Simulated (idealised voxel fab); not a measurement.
process module | voxel ribs on slabs
cross-section cut | 260 nm wide | cells 5 nm
A cross-section is a grid of square cells, given in bands from the top down. A band is one or more rows of cells.
Each band's line starts with the height of the band's top and of its bottom, in nm. Then come its materials from left to right, each with its width in nm. One material with "throughout" fills the band from edge to edge. "air" is empty space.
Height 0 is the level under which the wafer as received is all one material. The lowest band goes on downwards, as in "0 down".
A width such as "30 to 40" changes by the same amount from each row of cells to the next, from the band's top row to its bottom row.
"no change" after a step means that no cell of the cross-section changed.
closed voids: empty space of 8 cells or more with no open way to the top, each as width x height at its distance from the left edge, in nm
after a step's settings: what the simulator itself notes on the step
overlay nm, on a step with a mask: how far to the right of its planned place the mask lay; to the left if negative
plan
1 op RECEIVE | material Si
2 op DIRECTIONAL_DEP | material SiO2 | thk nm 30
3 op DIRECTIONAL_DEP | material polySi | thk nm 15
4 op DIRECTIONAL_DEP | material aC | thk nm 10
5 op PATTERN | tone cover | mask id RIB | material resist | width nm 15 | thk nm 30 | overlay nm 0
6 op DIRECTIONAL_ETCH | etch materials aC | depth nm 5
7 op STRIP | etch materials resist
8 op DIRECTIONAL_ETCH | etch materials polySi | depth nm 10
9 op STRIP | etch materials aC
10 op MASKED_ETCH | tone cover | mask id SLAB | width nm 75 | etch materials polySi | depth nm 5 | overlay nm 0
11 op FILL_DEP | material SiO2 | thk nm 15
12 op CMP | height nm 55
13 op DIRECTIONAL_DEP | material W | thk nm 10
14 op DIRECTIONAL_DEP | material aC | thk nm 15
15 op PATTERN | tone cover | mask id HEATER | material resist | width nm 25 | thk nm 30 | overlay nm 0
16 op DIRECTIONAL_ETCH | etch materials aC | depth nm 15
17 op STRIP | etch materials resist
18 op DIRECTIONAL_ETCH | etch materials W | depth nm 10
19 op STRIP | etch materials aC
20 op CONFORMAL_DEP | material SiN | thk nm 5
varied across the wafers: depth nm of step 6. The plan shows the first wafer's value. All wafers start alike
first wafer as received, after step 1
  0 down: Si throughout
  closed voids: none
first wafer at the end, after step 20
  70 to 65: air 110 | SiN 35 | air 115
  65 to 60: air 110 | SiN 5 | W 25 | SiN 5 | air 115
  60 to 55: SiN 115 | W 25 | SiN 120
  55 to 45: SiO2 throughout
  45 to 40: SiO2 90 | polySi 75 | SiO2 95
  40 to 30: polySi throughout
  30 to 0: SiO2 throughout
  0 down: Si throughout
  closed voids: none
last wafer at the end
  70 to 65: air 110 | SiN 35 | air 115
  65 to 60: air 110 | SiN 5 | W 25 | SiN 5 | air 115
  60 to 55: SiN 115 | W 25 | SiN 120
  55 to 45: SiO2 throughout
  45 to 35: SiO2 120 | polySi 15 | SiO2 125
  35 to 30: SiO2 90 | polySi 75 | SiO2 95
  30 to 0: SiO2 throughout
  0 down: Si throughout
  closed voids: none
each wafer at the end: cells of each material gained (+) or lost (-) since it was received, then its closed voids
depth nm 5 | +56 SiN | +453 SiO2 | +10 W | +119 polySi | closed voids: none
depth nm 10 | +56 SiN | +551 SiO2 | +10 W | +21 polySi | closed voids: none
depth nm 15 | +56 SiN | +551 SiO2 | +10 W | +21 polySi | closed voids: none
depth nm 20 | +56 SiN | +551 SiO2 | +10 W | +21 polySi | closed voids: none
depth nm 25 | +56 SiN | +551 SiO2 | +10 W | +21 polySi | closed voids: none
